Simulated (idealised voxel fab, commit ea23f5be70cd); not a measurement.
process module | voxel transistor to metal
cross-section cut | 295 nm wide | cells 5 nm
A cross-section is a grid of square cells, given in bands from the top down. A band is one or more rows of cells.
Each band's line starts with the height of the band's top and of its bottom, in nm. Then come its materials from left to right, each with its width in nm. One material with "throughout" fills the band from edge to edge. "air" is empty space.
Height 0 is the level under which the wafer as received is all one material. The lowest band goes on downwards, as in "0 down".
A width such as "30 to 40" changes by the same amount from each row of cells to the next, from the band's top row to its bottom row.
"no change" after a step means that no cell of the cross-section changed.
closed voids: empty space of 8 cells or more with no open way to the top, each as width x height at its distance from the left edge, in nm
after a step's settings: what the simulator itself notes on the step
overlay nm, on a step with a mask: how far to the right of its planned place the mask lay; to the left if negative
plan
1 op RECEIVE | material Si
2 op OXIDIZE | depth nm 5
3 op CONFORMAL_DEP | material SiN | thk nm 10
4 op MASKED_ETCH | tone cover | mask id ACTIVE | width nm 90 | pitch nm 110 | etch materials SiN | depth nm 10 | overlay nm 0
5 op MASKED_ETCH | tone cover | mask id ACTIVE | width nm 90 | pitch nm 110 | etch materials SiO2 | depth nm 5 | overlay nm 0
6 op MASKED_ETCH | tone cover | mask id ACTIVE | width nm 90 | pitch nm 110 | etch materials Si | depth nm 25 | overlay nm 0
7 op FILL_DEP | material SiO2 | thk nm 15
8 op CMP | height nm 10
9 op SELECTIVE_ETCH | etch materials SiO2 | depth nm 10
10 op STRIP | etch materials SiN
11 op SELECTIVE_ETCH | etch materials SiO2 | depth nm 5
12 op OXIDIZE | depth nm 5
13 op DIRECTIONAL_DEP | material polySi | thk nm 25
14 op DIRECTIONAL_DEP | material SiCN | thk nm 10
15 op MASKED_ETCH | tone cover | mask id GATE | width nm 20 | pitch nm 110 | etch materials SiCN | depth nm 20 | overlay nm 0
16 op MASKED_ETCH | tone cover | mask id GATE | width nm 20 | pitch nm 110 | etch materials polySi | depth nm 35 | overlay nm 0
17 op CONFORMAL_DEP | material SiO2 | thk nm 5
18 op DIRECTIONAL_ETCH | etch materials SiO2 | depth nm 5
19 op CONFORMAL_DEP | material SiN | thk nm 10
20 op DIRECTIONAL_ETCH | etch materials SiN | depth nm 10
21 op DIRECTIONAL_ETCH | etch materials SiO2 | depth nm 5
22 op DIRECTIONAL_ETCH | etch materials Si | depth nm 5
23 op EPI | material SiGe | thk nm 10
24 op FILL_DEP | material SiO2 | thk nm 5
25 op CMP | height nm 30
26 op DIRECTIONAL_DEP | material SiO2 | thk nm 10
27 op PATTERN | tone open | mask id CONTACT | material resist | width nm 15 | thk nm 20 | overlay nm 0
28 op DIRECTIONAL_ETCH | etch materials SiO2 | depth nm 45
29 op STRIP | etch materials resist
30 op CONFORMAL_DEP | material TiN | thk nm 5
31 op FILL_DEP | material W | thk nm 5
32 op CMP | height nm 40
33 op DIRECTIONAL_DEP | material TiN | thk nm 5
34 op DIRECTIONAL_DEP | material Ru | thk nm 25
35 op MASKED_ETCH | tone cover | mask id METAL_1 | width nm 15 | etch materials Ru | depth nm 25 | overlay nm 0
36 op MASKED_ETCH | tone cover | mask id METAL_1 | width nm 15 | etch materials TiN | depth nm 5 | overlay nm 0
37 op FILL_DEP | material SiO2 | thk nm 5
38 op CMP | height nm 70
39 op CONFORMAL_DEP | material SiCN | thk nm 5
40 op DIRECTIONAL_DEP | material SiO2 | thk nm 30
41 op DIRECTIONAL_DEP | material aC | thk nm 10
42 op PATTERN | tone open | mask id METAL_2 | material resist | width nm 15 | pitch nm 110 | thk nm 25 | overlay nm 0
43 op DIRECTIONAL_ETCH | etch materials aC | depth nm 10
44 op STRIP | etch materials resist
45 op DIRECTIONAL_ETCH | etch materials SiO2 | depth nm 15
46 op STRIP | etch materials aC
47 op MASKED_ETCH | tone open | mask id METAL_2_HOLES | width nm 15 | pitch nm 110 | etch materials SiO2 | depth nm 15 | overlay nm 0
48 op MASKED_ETCH | tone open | mask id METAL_2_HOLES | width nm 15 | pitch nm 110 | etch materials SiCN | depth nm 5 | overlay nm 0
49 op CONFORMAL_DEP | material TiN | thk nm 5
50 op FILL_DEP | material Ru | thk nm 10
51 op CMP | height nm 105
52 op CONFORMAL_DEP | material SiN | thk nm 5
first wafer, as planned
as received, after step 1
  0 down: Si throughout
  closed voids: none
after step 2
  0 to -5: SiO2 throughout
  below -5: unchanged
after step 3
  10 to 0: SiN throughout
  below 0: unchanged
after step 4
  10 to 0: air 45 | SiN 90 | air 20 | SiN 90 | air 50
  below 0: unchanged
after step 5
  10 to 0: air 45 | SiN 90 | air 20 | SiN 90 | air 50
  0 to -5: air 45 | SiO2 90 | air 20 | SiO2 90 | air 50
  below -5: unchanged
after step 6
  10 to 0: air 45 | SiN 90 | air 20 | SiN 90 | air 50
  0 to -5: air 45 | SiO2 90 | air 20 | SiO2 90 | air 50
  -5 to -30: air 45 | Si 90 | air 20 | Si 90 | air 50
  below -30: unchanged
after step 7
  25 to 10: SiO2 throughout
  10 to 0: SiO2 45 | SiN 90 | SiO2 20 | SiN 90 | SiO2 50
  0 to -5: SiO2 throughout
  -5 to -30: SiO2 45 | Si 90 | SiO2 20 | Si 90 | SiO2 50
  below -30: unchanged
after step 8
  10 to 0: SiO2 45 | SiN 90 | SiO2 20 | SiN 90 | SiO2 50
  below 0: unchanged
after step 9
  10 to 0: air 45 | SiN 90 | air 20 | SiN 90 | air 50
  below 0: unchanged
after step 10
  0 to -5: SiO2 throughout
  below -5: unchanged
after step 11
  -5 to -30: SiO2 45 | Si 90 | SiO2 20 | Si 90 | SiO2 50
  below -30: unchanged
after step 12
  -5 to -10: SiO2 throughout
  below -10: unchanged
after step 13
  20 to -5: polySi throughout
  below -5: unchanged
after step 14
  30 to 20: SiCN throughout
  below 20: unchanged
after step 15
  30 to 20: air 80 | SiCN 20 | air 90 | SiCN 20 | air 85
  below 20: unchanged
after step 16
  30 to 20: air 80 | SiCN 20 | air 90 | SiCN 20 | air 85
  20 to -5: air 80 | polySi 20 | air 90 | polySi 20 | air 85
  below -5: unchanged
after step 17
  35 to 30: air 75 | SiO2 30 | air 80 | SiO2 30 | air 80
  30 to 20: air 75 | SiO2 5 | SiCN 20 | SiO2 5 | air 80 | SiO2 5 | SiCN 20 | SiO2 5 | air 80
  20 to 0: air 75 | SiO2 5 | polySi 20 | SiO2 5 | air 80 | SiO2 5 | polySi 20 | SiO2 5 | air 80
  0 to -5: SiO2 80 | polySi 20 | SiO2 90 | polySi 20 | SiO2 85
  below -5: unchanged
after step 18
  30 to 20: air 75 | SiO2 5 | SiCN 20 | SiO2 5 | air 80 | SiO2 5 | SiCN 20 | SiO2 5 | air 80
  20 to -5: air 75 | SiO2 5 | polySi 20 | SiO2 5 | air 80 | SiO2 5 | polySi 20 | SiO2 5 | air 80
  below -5: unchanged
after step 19
  40 to 30: air 65 | SiN 50 | air 60 | SiN 50 | air 70
  30 to 20: air 65 | SiN 10 | SiO2 5 | SiCN 20 | SiO2 5 | SiN 10 | air 60 | SiN 10 | SiO2 5 | SiCN 20 | SiO2 5 | SiN 10 | air 70
  20 to 5: air 65 | SiN 10 | SiO2 5 | polySi 20 | SiO2 5 | SiN 10 | air 60 | SiN 10 | SiO2 5 | polySi 20 | SiO2 5 | SiN 10 | air 70
  5 to -5: SiN 75 | SiO2 5 | polySi 20 | SiO2 5 | SiN 80 | SiO2 5 | polySi 20 | SiO2 5 | SiN 80
  below -5: unchanged
after step 20
  30 to 20: air 65 | SiN 10 | SiO2 5 | SiCN 20 | SiO2 5 | SiN 10 | air 60 | SiN 10 | SiO2 5 | SiCN 20 | SiO2 5 | SiN 10 | air 70
  20 to -5: air 65 | SiN 10 | SiO2 5 | polySi 20 | SiO2 5 | SiN 10 | air 60 | SiN 10 | SiO2 5 | polySi 20 | SiO2 5 | SiN 10 | air 70
  below -5: unchanged
after step 21
  30 to 25: air 65 | SiN 10 | air 5 | SiCN 20 | air 5 | SiN 10 | air 60 | SiN 10 | air 5 | SiCN 20 | air 5 | SiN 10 | air 70
  25 to 20: air 65 | SiN 10 | SiO2 5 | SiCN 20 | SiO2 5 | SiN 10 | air 60 | SiN 10 | SiO2 5 | SiCN 20 | SiO2 5 | SiN 10 | air 70
  20 to -5: air 65 | SiN 10 | SiO2 5 | polySi 20 | SiO2 5 | SiN 10 | air 60 | SiN 10 | SiO2 5 | polySi 20 | SiO2 5 | SiN 10 | air 70
  -5 to -10: air 65 | SiO2 50 | air 60 | SiO2 50 | air 70
  below -10: unchanged
after step 22
  30 to 25: air 65 | SiN 10 | air 5 | SiCN 20 | air 5 | SiN 10 | air 60 | SiN 10 | air 5 | SiCN 20 | air 5 | SiN 10 | air 70
  25 to 20: air 65 | SiN 10 | SiO2 5 | SiCN 20 | SiO2 5 | SiN 10 | air 60 | SiN 10 | SiO2 5 | SiCN 20 | SiO2 5 | SiN 10 | air 70
  20 to -5: air 65 | SiN 10 | SiO2 5 | polySi 20 | SiO2 5 | SiN 10 | air 60 | SiN 10 | SiO2 5 | polySi 20 | SiO2 5 | SiN 10 | air 70
  -5 to -10: air 65 | SiO2 50 | air 60 | SiO2 50 | air 70
  -10 to -15: SiO2 45 | air 20 | Si 50 | air 20 | SiO2 20 | air 20 | Si 50 | air 20 | SiO2 50
  below -15: unchanged
after step 23
  30 to 25: air 65 | SiN 10 | air 5 | SiCN 20 | air 5 | SiN 10 | air 60 | SiN 10 | air 5 | SiCN 20 | air 5 | SiN 10 | air 70
  25 to 20: air 65 | SiN 10 | SiO2 5 | SiCN 20 | SiO2 5 | SiN 10 | air 60 | SiN 10 | SiO2 5 | SiCN 20 | SiO2 5 | SiN 10 | air 70
  20 to 0: air 65 | SiN 10 | SiO2 5 | polySi 20 | SiO2 5 | SiN 10 | air 60 | SiN 10 | SiO2 5 | polySi 20 | SiO2 5 | SiN 10 | air 70
  0 to -5: air 55 | SiGe 10 | SiN 10 | SiO2 5 | polySi 20 | SiO2 5 | SiN 10 | SiGe 10 | air 40 | SiGe 10 | SiN 10 | SiO2 5 | polySi 20 | SiO2 5 | SiN 10 | SiGe 10 | air 60
  -5 to -10: air 40 | SiGe 25 | SiO2 50 | SiGe 25 | air 10 | SiGe 25 | SiO2 50 | SiGe 25 | air 45
  -10 to -15: SiO2 45 | SiGe 20 | Si 50 | SiGe 20 | SiO2 20 | SiGe 20 | Si 50 | SiGe 20 | SiO2 50
  below -15: unchanged
after step 24
  35 to 30: SiO2 throughout
  30 to 20: SiO2 65 | SiN 10 | SiO2 5 | SiCN 20 | SiO2 5 | SiN 10 | SiO2 60 | SiN 10 | SiO2 5 | SiCN 20 | SiO2 5 | SiN 10 | SiO2 70
  20 to 0: SiO2 65 | SiN 10 | SiO2 5 | polySi 20 | SiO2 5 | SiN 10 | SiO2 60 | SiN 10 | SiO2 5 | polySi 20 | SiO2 5 | SiN 10 | SiO2 70
  0 to -5: SiO2 55 | SiGe 10 | SiN 10 | SiO2 5 | polySi 20 | SiO2 5 | SiN 10 | SiGe 10 | SiO2 40 | SiGe 10 | SiN 10 | SiO2 5 | polySi 20 | SiO2 5 | SiN 10 | SiGe 10 | SiO2 60
  -5 to -10: SiO2 40 | SiGe 25 | SiO2 50 | SiGe 25 | SiO2 10 | SiGe 25 | SiO2 50 | SiGe 25 | SiO2 45
  below -10: unchanged
after step 25
  30 to 20: SiO2 65 | SiN 10 | SiO2 5 | SiCN 20 | SiO2 5 | SiN 10 | SiO2 60 | SiN 10 | SiO2 5 | SiCN 20 | SiO2 5 | SiN 10 | SiO2 70
  below 20: unchanged
after step 26
  40 to 30: SiO2 throughout
  below 30: unchanged
after step 27
  60 to 40: resist 50 | air 15 | resist 50 | air 15 | resist 30 | air 15 | resist 50 | air 15 | resist 55
  below 40: unchanged
after step 28
  60 to 40: resist 50 | air 15 | resist 50 | air 15 | resist 30 | air 15 | resist 50 | air 15 | resist 55
  40 to 30: SiO2 50 | air 15 | SiO2 50 | air 15 | SiO2 30 | air 15 | SiO2 50 | air 15 | SiO2 55
  30 to 20: SiO2 50 | air 15 | SiN 10 | SiO2 5 | SiCN 20 | SiO2 5 | SiN 10 | air 15 | SiO2 30 | air 15 | SiN 10 | SiO2 5 | SiCN 20 | SiO2 5 | SiN 10 | air 15 | SiO2 55
  20 to 0: SiO2 50 | air 15 | SiN 10 | SiO2 5 | polySi 20 | SiO2 5 | SiN 10 | air 15 | SiO2 30 | air 15 | SiN 10 | SiO2 5 | polySi 20 | SiO2 5 | SiN 10 | air 15 | SiO2 55
  0 to -5: SiO2 50 | air 5 | SiGe 10 | SiN 10 | SiO2 5 | polySi 20 | SiO2 5 | SiN 10 | SiGe 10 | air 5 | SiO2 30 | air 5 | SiGe 10 | SiN 10 | SiO2 5 | polySi 20 | SiO2 5 | SiN 10 | SiGe 10 | air 5 | SiO2 55
  below -5: unchanged
after step 29
  40 to 30: SiO2 50 | air 15 | SiO2 50 | air 15 | SiO2 30 | air 15 | SiO2 50 | air 15 | SiO2 55
  below 30: unchanged
after step 30
  45 to 40: TiN 55 | air 5 | TiN 60 | air 5 | TiN 40 | air 5 | TiN 60 | air 5 | TiN 60
  40 to 30: SiO2 50 | TiN 5 | air 5 | TiN 5 | SiO2 50 | TiN 5 | air 5 | TiN 5 | SiO2 30 | TiN 5 | air 5 | TiN 5 | SiO2 50 | TiN 5 | air 5 | TiN 5 | SiO2 55
  30 to 20: SiO2 50 | TiN 5 | air 5 | TiN 5 | SiN 10 | SiO2 5 | SiCN 20 | SiO2 5 | SiN 10 | TiN 5 | air 5 | TiN 5 | SiO2 30 | TiN 5 | air 5 | TiN 5 | SiN 10 | SiO2 5 | SiCN 20 | SiO2 5 | SiN 10 | TiN 5 | air 5 | TiN 5 | SiO2 55
  20 to 5: SiO2 50 | TiN 5 | air 5 | TiN 5 | SiN 10 | SiO2 5 | polySi 20 | SiO2 5 | SiN 10 | TiN 5 | air 5 | TiN 5 | SiO2 30 | TiN 5 | air 5 | TiN 5 | SiN 10 | SiO2 5 | polySi 20 | SiO2 5 | SiN 10 | TiN 5 | air 5 | TiN 5 | SiO2 55
  5 to 0: SiO2 50 | TiN 15 | SiN 10 | SiO2 5 | polySi 20 | SiO2 5 | SiN 10 | TiN 15 | SiO2 30 | TiN 15 | SiN 10 | SiO2 5 | polySi 20 | SiO2 5 | SiN 10 | TiN 15 | SiO2 55
  0 to -5: SiO2 50 | TiN 5 | SiGe 10 | SiN 10 | SiO2 5 | polySi 20 | SiO2 5 | SiN 10 | SiGe 10 | TiN 5 | SiO2 30 | TiN 5 | SiGe 10 | SiN 10 | SiO2 5 | polySi 20 | SiO2 5 | SiN 10 | SiGe 10 | TiN 5 | SiO2 55
  below -5: unchanged
after step 31
  50 to 45: W throughout
  45 to 40: TiN 55 | W 5 | TiN 60 | W 5 | TiN 40 | W 5 | TiN 60 | W 5 | TiN 60
  40 to 30: SiO2 50 | TiN 5 | W 5 | TiN 5 | SiO2 50 | TiN 5 | W 5 | TiN 5 | SiO2 30 | TiN 5 | W 5 | TiN 5 | SiO2 50 | TiN 5 | W 5 | TiN 5 | SiO2 55
  30 to 20: SiO2 50 | TiN 5 | W 5 | TiN 5 | SiN 10 | SiO2 5 | SiCN 20 | SiO2 5 | SiN 10 | TiN 5 | W 5 | TiN 5 | SiO2 30 | TiN 5 | W 5 | TiN 5 | SiN 10 | SiO2 5 | SiCN 20 | SiO2 5 | SiN 10 | TiN 5 | W 5 | TiN 5 | SiO2 55
  20 to 5: SiO2 50 | TiN 5 | W 5 | TiN 5 | SiN 10 | SiO2 5 | polySi 20 | SiO2 5 | SiN 10 | TiN 5 | W 5 | TiN 5 | SiO2 30 | TiN 5 | W 5 | TiN 5 | SiN 10 | SiO2 5 | polySi 20 | SiO2 5 | SiN 10 | TiN 5 | W 5 | TiN 5 | SiO2 55
  below 5: unchanged
after step 32
  40 to 30: SiO2 50 | TiN 5 | W 5 | TiN 5 | SiO2 50 | TiN 5 | W 5 | TiN 5 | SiO2 30 | TiN 5 | W 5 | TiN 5 | SiO2 50 | TiN 5 | W 5 | TiN 5 | SiO2 55
  below 30: unchanged
after step 33
  45 to 40: TiN throughout
  below 40: unchanged
after step 34
  70 to 45: Ru throughout
  below 45: unchanged
after step 35
  70 to 45: air 50 | Ru 15 | air 50 | Ru 15 | air 30 | Ru 15 | air 50 | Ru 15 | air 55
  below 45: unchanged
after step 36
  70 to 45: air 50 | Ru 15 | air 50 | Ru 15 | air 30 | Ru 15 | air 50 | Ru 15 | air 55
  45 to 40: air 50 | TiN 15 | air 50 | TiN 15 | air 30 | TiN 15 | air 50 | TiN 15 | air 55
  below 40: unchanged
after step 37
  75 to 70: SiO2 throughout
  70 to 45: SiO2 50 | Ru 15 | SiO2 50 | Ru 15 | SiO2 30 | Ru 15 | SiO2 50 | Ru 15 | SiO2 55
  45 to 40: SiO2 50 | TiN 15 | SiO2 50 | TiN 15 | SiO2 30 | TiN 15 | SiO2 50 | TiN 15 | SiO2 55
  below 40: unchanged
after step 38
  70 to 45: SiO2 50 | Ru 15 | SiO2 50 | Ru 15 | SiO2 30 | Ru 15 | SiO2 50 | Ru 15 | SiO2 55
  below 45: unchanged
after step 39
  75 to 70: SiCN throughout
  below 70: unchanged
after step 40
  105 to 75: SiO2 throughout
  below 75: unchanged
after step 41
  115 to 105: aC throughout
  below 105: unchanged
after step 42
  140 to 115: resist 50 | air 15 | resist 95 | air 15 | resist 120
  below 115: unchanged
after step 43
  130 to 115: resist 50 | air 15 | resist 95 | air 15 | resist 120
  115 to 105: aC 50 | air 15 | aC 95 | air 15 | aC 120
  below 105: unchanged
after step 44
  115 to 105: aC 50 | air 15 | aC 95 | air 15 | aC 120
  below 105: unchanged
after step 45
  115 to 105: aC 50 | air 15 | aC 95 | air 15 | aC 120
  105 to 90: SiO2 50 | air 15 | SiO2 95 | air 15 | SiO2 120
  below 90: unchanged
after step 46
  105 to 90: SiO2 50 | air 15 | SiO2 95 | air 15 | SiO2 120
  below 90: unchanged
after step 47
  105 to 75: SiO2 50 | air 15 | SiO2 95 | air 15 | SiO2 120
  below 75: unchanged
after step 48
  105 to 75: SiO2 50 | air 15 | SiO2 95 | air 15 | SiO2 120
  75 to 70: SiCN 50 | air 15 | SiCN 95 | air 15 | SiCN 120
  below 70: unchanged
after step 49
  110 to 105: TiN 55 | air 5 | TiN 105 | air 5 | TiN 125
  105 to 75: SiO2 50 | TiN 5 | air 5 | TiN 5 | SiO2 95 | TiN 5 | air 5 | TiN 5 | SiO2 120
  75 to 70: SiCN 50 | TiN 15 | SiCN 95 | TiN 15 | SiCN 120
  below 70: unchanged
after step 50
  120 to 110: Ru throughout
  110 to 105: TiN 55 | Ru 5 | TiN 105 | Ru 5 | TiN 125
  105 to 75: SiO2 50 | TiN 5 | Ru 5 | TiN 5 | SiO2 95 | TiN 5 | Ru 5 | TiN 5 | SiO2 120
  below 75: unchanged
after step 51
  105 to 75: SiO2 50 | TiN 5 | Ru 5 | TiN 5 | SiO2 95 | TiN 5 | Ru 5 | TiN 5 | SiO2 120
  below 75: unchanged
after step 52
  110 to 105: SiN throughout
  below 105: unchanged
second wafer: like start, like plan, one mistake. Through step 7 it matches the first wafer
when step 8 should have ended: no change
when step 9 should have ended
  15 to 10: SiO2 throughout
  below 10: unchanged
when step 10 should have ended: no change
when step 11 should have ended
  10 to 0: SiO2 45 | SiN 90 | SiO2 20 | SiN 90 | SiO2 50
  below 0: unchanged
when step 12 should have ended: no change
when step 13 should have ended
  35 to 10: polySi throughout
  below 10: unchanged
when step 14 should have ended
  45 to 35: SiCN throughout
  below 35: unchanged
when step 15 should have ended
  45 to 35: air 80 | SiCN 20 | air 90 | SiCN 20 | air 85
  below 35: unchanged
when step 16 should have ended
  45 to 35: air 80 | SiCN 20 | air 90 | SiCN 20 | air 85
  35 to 10: air 80 | polySi 20 | air 90 | polySi 20 | air 85
  below 10: unchanged
when step 17 should have ended
  50 to 45: air 75 | SiO2 30 | air 80 | SiO2 30 | air 80
  45 to 35: air 75 | SiO2 5 | SiCN 20 | SiO2 5 | air 80 | SiO2 5 | SiCN 20 | SiO2 5 | air 80
  35 to 15: air 75 | SiO2 5 | polySi 20 | SiO2 5 | air 80 | SiO2 5 | polySi 20 | SiO2 5 | air 80
  15 to 10: SiO2 80 | polySi 20 | SiO2 90 | polySi 20 | SiO2 85
  below 10: unchanged
when step 18 should have ended
  45 to 35: air 75 | SiO2 5 | SiCN 20 | SiO2 5 | air 80 | SiO2 5 | SiCN 20 | SiO2 5 | air 80
  35 to 10: air 75 | SiO2 5 | polySi 20 | SiO2 5 | air 80 | SiO2 5 | polySi 20 | SiO2 5 | air 80
  below 10: unchanged
when step 19 should have ended
  55 to 45: air 65 | SiN 50 | air 60 | SiN 50 | air 70
  45 to 35: air 65 | SiN 10 | SiO2 5 | SiCN 20 | SiO2 5 | SiN 10 | air 60 | SiN 10 | SiO2 5 | SiCN 20 | SiO2 5 | SiN 10 | air 70
  35 to 20: air 65 | SiN 10 | SiO2 5 | polySi 20 | SiO2 5 | SiN 10 | air 60 | SiN 10 | SiO2 5 | polySi 20 | SiO2 5 | SiN 10 | air 70
  20 to 10: SiN 75 | SiO2 5 | polySi 20 | SiO2 5 | SiN 80 | SiO2 5 | polySi 20 | SiO2 5 | SiN 80
  below 10: unchanged
when step 20 should have ended
  45 to 35: air 65 | SiN 10 | SiO2 5 | SiCN 20 | SiO2 5 | SiN 10 | air 60 | SiN 10 | SiO2 5 | SiCN 20 | SiO2 5 | SiN 10 | air 70
  35 to 10: air 65 | SiN 10 | SiO2 5 | polySi 20 | SiO2 5 | SiN 10 | air 60 | SiN 10 | SiO2 5 | polySi 20 | SiO2 5 | SiN 10 | air 70
  below 10: unchanged
when step 21 should have ended
  45 to 40: air 65 | SiN 10 | air 5 | SiCN 20 | air 5 | SiN 10 | air 60 | SiN 10 | air 5 | SiCN 20 | air 5 | SiN 10 | air 70
  40 to 35: air 65 | SiN 10 | SiO2 5 | SiCN 20 | SiO2 5 | SiN 10 | air 60 | SiN 10 | SiO2 5 | SiCN 20 | SiO2 5 | SiN 10 | air 70
  35 to 10: air 65 | SiN 10 | SiO2 5 | polySi 20 | SiO2 5 | SiN 10 | air 60 | SiN 10 | SiO2 5 | polySi 20 | SiO2 5 | SiN 10 | air 70
  10 to 5: air 45 | SiN 90 | air 20 | SiN 90 | air 50
  below 5: unchanged
when step 22 should have ended: no change
when step 23 should have ended: no change
when step 24 should have ended
  50 to 45: SiO2 throughout
  45 to 35: SiO2 65 | SiN 10 | SiO2 5 | SiCN 20 | SiO2 5 | SiN 10 | SiO2 60 | SiN 10 | SiO2 5 | SiCN 20 | SiO2 5 | SiN 10 | SiO2 70
  35 to 10: SiO2 65 | SiN 10 | SiO2 5 | polySi 20 | SiO2 5 | SiN 10 | SiO2 60 | SiN 10 | SiO2 5 | polySi 20 | SiO2 5 | SiN 10 | SiO2 70
  10 to 0: SiO2 45 | SiN 90 | SiO2 20 | SiN 90 | SiO2 50
  below 0: unchanged
when step 25 should have ended
  30 to 10: SiO2 65 | SiN 10 | SiO2 5 | polySi 20 | SiO2 5 | SiN 10 | SiO2 60 | SiN 10 | SiO2 5 | polySi 20 | SiO2 5 | SiN 10 | SiO2 70
  below 10: unchanged
when step 26 should have ended
  40 to 30: SiO2 throughout
  below 30: unchanged
when step 27 should have ended
  60 to 40: resist 50 | air 15 | resist 50 | air 15 | resist 30 | air 15 | resist 50 | air 15 | resist 55
  below 40: unchanged
when step 28 should have ended
  60 to 40: resist 50 | air 15 | resist 50 | air 15 | resist 30 | air 15 | resist 50 | air 15 | resist 55
  40 to 30: SiO2 50 | air 15 | SiO2 50 | air 15 | SiO2 30 | air 15 | SiO2 50 | air 15 | SiO2 55
  30 to 10: SiO2 50 | air 15 | SiN 10 | SiO2 5 | polySi 20 | SiO2 5 | SiN 10 | air 15 | SiO2 30 | air 15 | SiN 10 | SiO2 5 | polySi 20 | SiO2 5 | SiN 10 | air 15 | SiO2 55
  below 10: unchanged
when step 29 should have ended
  40 to 30: SiO2 50 | air 15 | SiO2 50 | air 15 | SiO2 30 | air 15 | SiO2 50 | air 15 | SiO2 55
  below 30: unchanged
when step 30 should have ended
  45 to 40: TiN 55 | air 5 | TiN 60 | air 5 | TiN 40 | air 5 | TiN 60 | air 5 | TiN 60
  40 to 30: SiO2 50 | TiN 5 | air 5 | TiN 5 | SiO2 50 | TiN 5 | air 5 | TiN 5 | SiO2 30 | TiN 5 | air 5 | TiN 5 | SiO2 50 | TiN 5 | air 5 | TiN 5 | SiO2 55
  30 to 15: SiO2 50 | TiN 5 | air 5 | TiN 5 | SiN 10 | SiO2 5 | polySi 20 | SiO2 5 | SiN 10 | TiN 5 | air 5 | TiN 5 | SiO2 30 | TiN 5 | air 5 | TiN 5 | SiN 10 | SiO2 5 | polySi 20 | SiO2 5 | SiN 10 | TiN 5 | air 5 | TiN 5 | SiO2 55
  15 to 10: SiO2 50 | TiN 15 | SiN 10 | SiO2 5 | polySi 20 | SiO2 5 | SiN 10 | TiN 15 | SiO2 30 | TiN 15 | SiN 10 | SiO2 5 | polySi 20 | SiO2 5 | SiN 10 | TiN 15 | SiO2 55
  below 10: unchanged
when step 31 should have ended
  50 to 45: W throughout
  45 to 40: TiN 55 | W 5 | TiN 60 | W 5 | TiN 40 | W 5 | TiN 60 | W 5 | TiN 60
  40 to 30: SiO2 50 | TiN 5 | W 5 | TiN 5 | SiO2 50 | TiN 5 | W 5 | TiN 5 | SiO2 30 | TiN 5 | W 5 | TiN 5 | SiO2 50 | TiN 5 | W 5 | TiN 5 | SiO2 55
  30 to 15: SiO2 50 | TiN 5 | W 5 | TiN 5 | SiN 10 | SiO2 5 | polySi 20 | SiO2 5 | SiN 10 | TiN 5 | W 5 | TiN 5 | SiO2 30 | TiN 5 | W 5 | TiN 5 | SiN 10 | SiO2 5 | polySi 20 | SiO2 5 | SiN 10 | TiN 5 | W 5 | TiN 5 | SiO2 55
  below 15: unchanged
when step 32 should have ended
  40 to 30: SiO2 50 | TiN 5 | W 5 | TiN 5 | SiO2 50 | TiN 5 | W 5 | TiN 5 | SiO2 30 | TiN 5 | W 5 | TiN 5 | SiO2 50 | TiN 5 | W 5 | TiN 5 | SiO2 55
  below 30: unchanged
when step 33 should have ended
  45 to 40: TiN throughout
  below 40: unchanged
when step 34 should have ended
  70 to 45: Ru throughout
  below 45: unchanged
when step 35 should have ended
  70 to 45: air 50 | Ru 15 | air 50 | Ru 15 | air 30 | Ru 15 | air 50 | Ru 15 | air 55
  below 45: unchanged
when step 36 should have ended
  70 to 45: air 50 | Ru 15 | air 50 | Ru 15 | air 30 | Ru 15 | air 50 | Ru 15 | air 55
  45 to 40: air 50 | TiN 15 | air 50 | TiN 15 | air 30 | TiN 15 | air 50 | TiN 15 | air 55
  below 40: unchanged
when step 37 should have ended
  75 to 70: SiO2 throughout
  70 to 45: SiO2 50 | Ru 15 | SiO2 50 | Ru 15 | SiO2 30 | Ru 15 | SiO2 50 | Ru 15 | SiO2 55
  45 to 40: SiO2 50 | TiN 15 | SiO2 50 | TiN 15 | SiO2 30 | TiN 15 | SiO2 50 | TiN 15 | SiO2 55
  below 40: unchanged
when step 38 should have ended
  70 to 45: SiO2 50 | Ru 15 | SiO2 50 | Ru 15 | SiO2 30 | Ru 15 | SiO2 50 | Ru 15 | SiO2 55
  below 45: unchanged
when step 39 should have ended
  75 to 70: SiCN throughout
  below 70: unchanged
when step 40 should have ended
  105 to 75: SiO2 throughout
  below 75: unchanged
when step 41 should have ended
  115 to 105: aC throughout
  below 105: unchanged
when step 42 should have ended
  140 to 115: resist 50 | air 15 | resist 95 | air 15 | resist 120
  below 115: unchanged
when step 43 should have ended
  130 to 115: resist 50 | air 15 | resist 95 | air 15 | resist 120
  115 to 105: aC 50 | air 15 | aC 95 | air 15 | aC 120
  below 105: unchanged
when step 44 should have ended
  115 to 105: aC 50 | air 15 | aC 95 | air 15 | aC 120
  below 105: unchanged
when step 45 should have ended
  115 to 105: aC 50 | air 15 | aC 95 | air 15 | aC 120
  105 to 90: SiO2 50 | air 15 | SiO2 95 | air 15 | SiO2 120
  below 90: unchanged
when step 46 should have ended
  105 to 90: SiO2 50 | air 15 | SiO2 95 | air 15 | SiO2 120
  below 90: unchanged
when step 47 should have ended
  105 to 75: SiO2 50 | air 15 | SiO2 95 | air 15 | SiO2 120
  below 75: unchanged
when step 48 should have ended
  105 to 75: SiO2 50 | air 15 | SiO2 95 | air 15 | SiO2 120
  75 to 70: SiCN 50 | air 15 | SiCN 95 | air 15 | SiCN 120
  below 70: unchanged
when step 49 should have ended
  110 to 105: TiN 55 | air 5 | TiN 105 | air 5 | TiN 125
  105 to 75: SiO2 50 | TiN 5 | air 5 | TiN 5 | SiO2 95 | TiN 5 | air 5 | TiN 5 | SiO2 120
  75 to 70: SiCN 50 | TiN 15 | SiCN 95 | TiN 15 | SiCN 120
  below 70: unchanged
when step 50 should have ended
  120 to 110: Ru throughout
  110 to 105: TiN 55 | Ru 5 | TiN 105 | Ru 5 | TiN 125
  105 to 75: SiO2 50 | TiN 5 | Ru 5 | TiN 5 | SiO2 95 | TiN 5 | Ru 5 | TiN 5 | SiO2 120
  below 75: unchanged
when step 51 should have ended
  105 to 75: SiO2 50 | TiN 5 | Ru 5 | TiN 5 | SiO2 95 | TiN 5 | Ru 5 | TiN 5 | SiO2 120
  below 75: unchanged
when step 52 should have ended
  110 to 105: SiN throughout
  below 105: unchanged
what went wrong: step 8 was left out
at the end the second wafer has, in cells: 52 more of Si | 16 fewer of SiCN | 44 fewer of SiGe | 48 more of SiN | 4 fewer of SiO2 | 20 fewer of TiN | 8 fewer of W | 8 fewer of polySi
